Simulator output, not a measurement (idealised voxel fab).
The document below concerns the process module designated voxel capacitor over wiring.
Cross-section cut: width 295 nm, square cells of 5 nm.
How to read a cross-section here: the picture is a grid of square cells, written as bands going from the top down, and any band can span one or more rows of cells.
Heads up on the band format: heights come first, top then bottom, in nm. After that it's the materials left to right, each with its width in nm. A single material flagged "edge to edge" fills the whole band edge to edge, and "empty" means there's empty space there.
Heights are expressed relative to 0, this being the level below which the as-received wafer comprises one material exclusively. The lowest band is unbounded in the downward direction and is denoted as in "0 and below".
It should be noted that a width expressed as "30->40" varies in equal increments from row to row of cells within the band, taking the value of the first number at the top row and that of the second number at the bottom row.
Take "no change" at face value: in the step it is given for, the cross-section changed in none of its cells.
Closed-off voids of 8+ cells (no open route to the top) go in "Closed cavities", written width x height at distance from the left edge, in nm.
Step line, after settings: the simulator's comment on this step.
"overlay nm" denotes, for a step that has a mask, the displacement of the mask to the right of its planned place, with negative values corresponding to the left.

### Process steps foreseen in the plan
1,RECEIVE: material Si
2,CONFORMAL_DEP: material SiO2, thk nm 10
3,CONFORMAL_DEP: material SiCN, thk nm 5
4,DIRECTIONAL_DEP: material SiO2, thk nm 25
5,PATTERN: tone open, mask id METAL_1, material resist, width nm 30, pitch nm 85, thk nm 20, overlay nm 0
6,DIRECTIONAL_ETCH: etch materials SiO2, depth nm 25
7,DIRECTIONAL_ETCH: etch materials SiCN, depth nm 5
8,STRIP: etch materials resist
9,CONFORMAL_DEP: material TiN, thk nm 5
10,FILL_DEP: material W, thk nm 5
11,CMP: height nm 40
12,CONFORMAL_DEP: material SiCN, thk nm 5
13,DIRECTIONAL_DEP: material SiO2, thk nm 10
14,PATTERN: tone open, mask id PLUG_1, material resist, width nm 15, thk nm 15, overlay nm 0
15,DIRECTIONAL_ETCH: etch materials SiO2, depth nm 10
16,DIRECTIONAL_ETCH: etch materials SiCN, depth nm 5
17,STRIP: etch materials resist
18,CONFORMAL_DEP: material TiN, thk nm 5
19,FILL_DEP: material W, thk nm 5
20,CMP: height nm 55
21,DIRECTIONAL_DEP: material TiN, thk nm 10
22,DIRECTIONAL_DEP: material Al2O3, thk nm 5
23,DIRECTIONAL_DEP: material TiN, thk nm 10
24,MASKED_ETCH: tone cover, mask id UPPER_PLATE, width nm 60, etch materials TiN, depth nm 10, overlay nm 0
25,MASKED_ETCH: tone cover, mask id UPPER_PLATE, width nm 60, etch materials Al2O3, depth nm 5, overlay nm 0
26,MASKED_ETCH: tone cover, mask id LOWER_PLATE, width nm 70, etch materials TiN, depth nm 10, overlay nm 0
27,FILL_DEP: material SiO2, thk nm 15
28,CMP: height nm 90
29,PATTERN: tone open, mask id PLUG_2, material resist, width nm 15, thk nm 15, overlay nm 0
30,DIRECTIONAL_ETCH: etch materials SiO2, depth nm 10
31,STRIP: etch materials resist
32,CONFORMAL_DEP: material TiN, thk nm 5
33,FILL_DEP: material Cu, thk nm 5
34,CMP: height nm 90
35,CONFORMAL_DEP: material SiN, thk nm 5

### As received (post step 1): cross-section
    0 and below = Si edge to edge
    Closed cavities: none

### Cross-sectional result after module completion. Note: starting condition and plan are unchanged from above; one processing mistake was made
    95 down to 90 = SiN edge to edge
    90 down to 85 = SiO2: 115 / TiN: 5 / Cu: 5 / TiN: 5 / SiO2: 165
    85 down to 80 = SiO2: 115 / TiN: 15 / SiO2: 165
    80 down to 70 = SiO2: 105 / TiN: 60 / SiO2: 130
    70 down to 65 = SiO2: 105 / Al2O3: 60 / SiO2: 130
    65 down to 55 = SiO2: 100 / TiN: 70 / SiO2: 125
    55 down to 45 = SiO2: 105 / TiN: 5 / W: 5 / TiN: 5 / SiO2: 175
    45 down to 40 = SiCN: 105 / TiN: 15 / SiCN: 175
    40 down to 15 = W: 85 / TiN: 5 / SiO2: 30 / TiN: 5 / W: 45 / TiN: 5 / SiO2: 30 / TiN: 5 / W: 85
    15 down to 10 = TiN: 90 / SiCN: 30 / TiN: 55 / SiCN: 30 / TiN: 90
    10 down to 0 = SiO2 edge to edge
    0 and below = Si edge to edge
    Closed cavities: none
Want to know what went wrong? for step 5, the planned setting was not used; the step was instead run as PATTERN: tone cover, mask id METAL_1, material resist, width nm 30, pitch nm 85, thk nm 20, overlay nm 0
